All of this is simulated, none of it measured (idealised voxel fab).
Proc. module: voxel self aligned contacts
Square cells of 5 nm make up the cross-section cut, whose width is 300 nm.
In this document a cross-section is written as a grid of square cells. It is given as a series of bands, listed from the top down, and a band is one or more rows of cells.
Band: top and bottom heights (nm) first, top before bottom; then materials from left to right, widths in nm. "all across" marks a sole material filling the band edge to edge. "air" denotes empty space.
Heights are measured from 0, the level below which the as-received wafer is all one material; the lowest band has no bottom and continues downward, written as in "0 and below".
A width such as "30 to 40" changes by the same amount from each row of cells to the next, from the band's top row to its bottom row.
You'll sometimes find "identical to before" written for a step, and that's the way of saying that nowhere in the cross-section did a cell change during that step.
Basically, "Closed void table" tells you about the enclosed voids: empty spaces with no open way to the top, 8 cells or bigger, each written width x height at distance, where distance is from the left edge, all in nm.
The remark found on a step's line after its settings is issued by the simulator itself and pertains to that step.
You can add "overlay nm" to a step's line. For a step with a mask, it describes how far the mask lay to the right of its planned position, and a negative number describes a lay to the left.

Intended process steps:
1. RECEIVE | material Si
2. CONFORMAL_DEP | material SiO2 | thk nm 5
3. DIRECTIONAL_DEP | material polySi | thk nm 20
4. DIRECTIONAL_DEP | material SiN | thk nm 15
5. PATTERN | tone cover | mask id GATE | material resist | width nm 25 | pitch nm 60 | thk nm 15 | overlay nm 0
6. DIRECTIONAL_ETCH | etch materials SiN | depth nm 15
7. DIRECTIONAL_ETCH | etch materials polySi | depth nm 20
8. STRIP | etch materials resist
9. CONFORMAL_DEP | material SiN | thk nm 5
10. DIRECTIONAL_ETCH | etch materials SiN | depth nm 5
11. FILL_DEP | material SiO2 | thk nm 15
12. CMP | height nm 50
13. PATTERN | tone open | mask id CONTACT | material resist | width nm 45 | pitch nm 60 | thk nm 15 | overlay nm 0
14. DIRECTIONAL_ETCH | etch materials SiO2 | depth nm 50
15. STRIP | etch materials resist
16. CONFORMAL_DEP | material TiN | thk nm 5
17. FILL_DEP | material W | thk nm 10
18. CMP | height nm 50
19. CONFORMAL_DEP | material SiCN | thk nm 5

The first of a set of two wafers, run to plan:

As received (post step 1): cross-section:
	0 and below: Si all across
	Closed void table: none

Step 2 complete: cross-section through the wafer:
	5 down to 0: SiO2 all across
	Under 0: no change, same as before.

Step 3 complete: cross-section through the wafer:
	25 down to 5: polySi all across
	Under 5: no change, same as before.

Step 4 complete: cross-section through the wafer:
	40 down to 25: SiN all across
	Under 25: no change, same as before.

Step 5 complete: cross-section through the wafer:
	55 down to 40: air (75)  resist (25)  air (35)  resist (25)  air (35)  resist (25)  air (80)
	Under 40: no change, same as before.

Step 6 complete: cross-section through the wafer:
	55 down to 40: air (75)  resist (25)  air (35)  resist (25)  air (35)  resist (25)  air (80)
	40 down to 25: air (75)  SiN (25)  air (35)  SiN (25)  air (35)  SiN (25)  air (80)
	Under 25: no change, same as before.

Step 7 complete: cross-section through the wafer:
	55 down to 40: air (75)  resist (25)  air (35)  resist (25)  air (35)  resist (25)  air (80)
	40 down to 25: air (75)  SiN (25)  air (35)  SiN (25)  air (35)  SiN (25)  air (80)
	25 down to 5: air (75)  polySi (25)  air (35)  polySi (25)  air (35)  polySi (25)  air (80)
	Under 5: no change, same as before.

Step 8 complete: cross-section through the wafer:
	40 down to 25: air (75)  SiN (25)  air (35)  SiN (25)  air (35)  SiN (25)  air (80)
	Under 25: no change, same as before.

Step 9 complete: cross-section through the wafer:
	45 down to 25: air (70)  SiN (35)  air (25)  SiN (35)  air (25)  SiN (35)  air (75)
	25 down to 10: air (70)  SiN (5)  polySi (25)  SiN (5)  air (25)  SiN (5)  polySi (25)  SiN (5)  air (25)  SiN (5)  polySi (25)  SiN (5)  air (75)
	10 down to 5: SiN (75)  polySi (25)  SiN (35)  polySi (25)  SiN (35)  polySi (25)  SiN (80)
	Under 5: no change, same as before.

Step 10 complete: cross-section through the wafer:
	40 down to 25: air (70)  SiN (35)  air (25)  SiN (35)  air (25)  SiN (35)  air (75)
	25 down to 5: air (70)  SiN (5)  polySi (25)  SiN (5)  air (25)  SiN (5)  polySi (25)  SiN (5)  air (25)  SiN (5)  polySi (25)  SiN (5)  air (75)
	Under 5: no change, same as before.

Step 11 complete: cross-section through the wafer:
	55 down to 40: SiO2 all across
	40 down to 25: SiO2 (70)  SiN (35)  SiO2 (25)  SiN (35)  SiO2 (25)  SiN (35)  SiO2 (75)
	25 down to 5: SiO2 (70)  SiN (5)  polySi (25)  SiN (5)  SiO2 (25)  SiN (5)  polySi (25)  SiN (5)  SiO2 (25)  SiN (5)  polySi (25)  SiN (5)  SiO2 (75)
	Under 5: no change, same as before.

Step 12 complete: cross-section through the wafer:
	50 down to 40: SiO2 all across
	Under 40: no change, same as before.

Step 13 complete: cross-section through the wafer:
	65 down to 50: resist (95)  air (45)  resist (15)  air (45)  resist (100)
	Under 50: no change, same as before.

Step 14 complete: cross-section through the wafer:
	65 down to 50: resist (95)  air (45)  resist (15)  air (45)  resist (100)
	50 down to 40: SiO2 (95)  air (45)  SiO2 (15)  air (45)  SiO2 (100)
	40 down to 25: SiO2 (70)  SiN (35)  air (25)  SiN (35)  air (25)  SiN (35)  SiO2 (75)
	25 down to 5: SiO2 (70)  SiN (5)  polySi (25)  SiN (5)  air (25)  SiN (5)  polySi (25)  SiN (5)  air (25)  SiN (5)  polySi (25)  SiN (5)  SiO2 (75)
	5 down to 0: SiO2 (105)  air (25)  SiO2 (35)  air (25)  SiO2 (110)
	Under 0: no change, same as before.

Step 15 complete: cross-section through the wafer:
	50 down to 40: SiO2 (95)  air (45)  SiO2 (15)  air (45)  SiO2 (100)
	Under 40: no change, same as before.

Step 16 complete: cross-section through the wafer:
	55 down to 50: TiN (100)  air (35)  TiN (25)  air (35)  TiN (105)
	50 down to 40: SiO2 (95)  TiN (5 to 15)  air (35 to 15)  TiN (5 to 15)  SiO2 (15)  TiN (5 to 15)  air (35 to 15)  TiN (5 to 15)  SiO2 (100)
	40 down to 25: SiO2 (70)  SiN (35)  TiN (5)  air (15)  TiN (5)  SiN (35)  TiN (5)  air (15)  TiN (5)  SiN (35)  SiO2 (75)
	25 down to 5: SiO2 (70)  SiN (5)  polySi (25)  SiN (5)  TiN (5)  air (15)  TiN (5)  SiN (5)  polySi (25)  SiN (5)  TiN (5)  air (15)  TiN (5)  SiN (5)  polySi (25)  SiN (5)  SiO2 (75)
	5 down to 0: SiO2 (105)  TiN (25)  SiO2 (35)  TiN (25)  SiO2 (110)
	Under 0: no change, same as before.

Step 17 complete: cross-section through the wafer:
	65 down to 55: W all across
	55 down to 50: TiN (100)  W (35)  TiN (25)  W (35)  TiN (105)
	50 down to 40: SiO2 (95)  TiN (5 to 15)  W (35 to 15)  TiN (5 to 15)  SiO2 (15)  TiN (5 to 15)  W (35 to 15)  TiN (5 to 15)  SiO2 (100)
	40 down to 25: SiO2 (70)  SiN (35)  TiN (5)  W (15)  TiN (5)  SiN (35)  TiN (5)  W (15)  TiN (5)  SiN (35)  SiO2 (75)
	25 down to 5: SiO2 (70)  SiN (5)  polySi (25)  SiN (5)  TiN (5)  W (15)  TiN (5)  SiN (5)  polySi (25)  SiN (5)  TiN (5)  W (15)  TiN (5)  SiN (5)  polySi (25)  SiN (5)  SiO2 (75)
	Under 5: no change, same as before.

Step 18 complete: cross-section through the wafer:
	50 down to 40: SiO2 (95)  TiN (5 to 15)  W (35 to 15)  TiN (5 to 15)  SiO2 (15)  TiN (5 to 15)  W (35 to 15)  TiN (5 to 15)  SiO2 (100)
	Under 40: no change, same as before.

Step 19 complete: cross-section through the wafer:
	55 down to 50: SiCN all across
	Under 50: no change, same as before.

Second Wafer (Identical Start and Plan, One Processing Error; Matches First Wafer Through Step 17):

Second wafer cross-section, taken as of the time the plan sets for step 18 to be done: identical to before

Second wafer cross-section, taken as of the time the plan sets for step 19 to be done:
	70 down to 65: SiCN all across
	Under 65: no change, same as before.
So what did we get wrong on this run? step 18 was dropped from the plan's execution and never run
The closing comparison, in cells, has the second wafer with more or fewer of some materials than the first: 46 more of TiN; 134 more of W
